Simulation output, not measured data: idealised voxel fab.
process module | voxel tone inversion
cross-section cut | 210 nm wide | cells 5 nm
A cross-section is a grid of square cells, given in bands from the top down. A band is one or more rows of cells.
Each band's line starts with the height of the band's top and of its bottom, in nm. Then come its materials from left to right, each with its width in nm. One material with "throughout" fills the band from edge to edge. "air" is empty space.
Height 0 is the level under which the wafer as received is all one material. The lowest band goes on downwards, as in "0 down".
A width such as "30 to 40" changes by the same amount from each row of cells to the next, from the band's top row to its bottom row.
"no change" after a step means that no cell of the cross-section changed.
closed voids: empty space of 8 cells or more with no open way to the top, each as width x height at its distance from the left edge, in nm
after a step's settings: what the simulator itself notes on the step
overlay nm, on a step with a mask: how far to the right of its planned place the mask lay; to the left if negative
plan
1 op RECEIVE | material Si
2 op CONFORMAL_DEP | material SiCN | thk nm 10
3 op DIRECTIONAL_DEP | material aC | thk nm 15
4 op PATTERN | tone cover | mask id POSTS | material resist | width nm 15 | pitch nm 30 | thk nm 25 | overlay nm 0
5 op DIRECTIONAL_ETCH | etch materials aC | depth nm 15
6 op STRIP | etch materials resist
7 op FILL_DEP | material lowk | thk nm 10
8 op CMP | height nm 25
9 op STRIP | etch materials aC
first wafer, as planned
as received, after step 1
  0 down: Si throughout
  closed voids: none
after step 2
  10 to 0: SiCN throughout
  below 0: unchanged
after step 3
  25 to 10: aC throughout
  below 10: unchanged
after step 4
  50 to 25: air 80 | resist 15 | air 15 | resist 15 | air 85
  below 25: unchanged
after step 5
  35 to 25: air 80 | resist 15 | air 15 | resist 15 | air 85
  25 to 10: air 80 | aC 15 | air 15 | aC 15 | air 85
  below 10: unchanged
after step 6
  25 to 10: air 80 | aC 15 | air 15 | aC 15 | air 85
  below 10: unchanged
after step 7
  35 to 25: lowk throughout
  25 to 10: lowk 80 | aC 15 | lowk 15 | aC 15 | lowk 85
  below 10: unchanged
after step 8
  25 to 10: lowk 80 | aC 15 | lowk 15 | aC 15 | lowk 85
  below 10: unchanged
after step 9
  25 to 10: lowk 80 | air 15 | lowk 15 | air 15 | lowk 85
  below 10: unchanged
second wafer: like start, like plan, one mistake. Through step 3 it matches the first wafer
when step 4 should have ended
  50 to 25: resist 80 | air 15 | resist 15 | air 15 | resist 85
  below 25: unchanged
when step 5 should have ended
  35 to 25: resist 80 | air 15 | resist 15 | air 15 | resist 85
  25 to 10: aC 80 | air 15 | aC 15 | air 15 | aC 85
  below 10: unchanged
when step 6 should have ended
  25 to 10: aC 80 | air 15 | aC 15 | air 15 | aC 85
  below 10: unchanged
when step 7 should have ended
  35 to 25: lowk throughout
  25 to 10: aC 80 | lowk 15 | aC 15 | lowk 15 | aC 85
  below 10: unchanged
when step 8 should have ended
  25 to 10: aC 80 | lowk 15 | aC 15 | lowk 15 | aC 85
  below 10: unchanged
when step 9 should have ended
  25 to 10: air 80 | lowk 15 | air 15 | lowk 15 | air 85
  below 10: unchanged
what went wrong: step 4 ran as: op PATTERN | tone open | mask id POSTS | material resist | width nm 15 | pitch nm 30 | thk nm 25 | overlay nm 0
at the end the second wafer has, in cells: 90 fewer of lowk
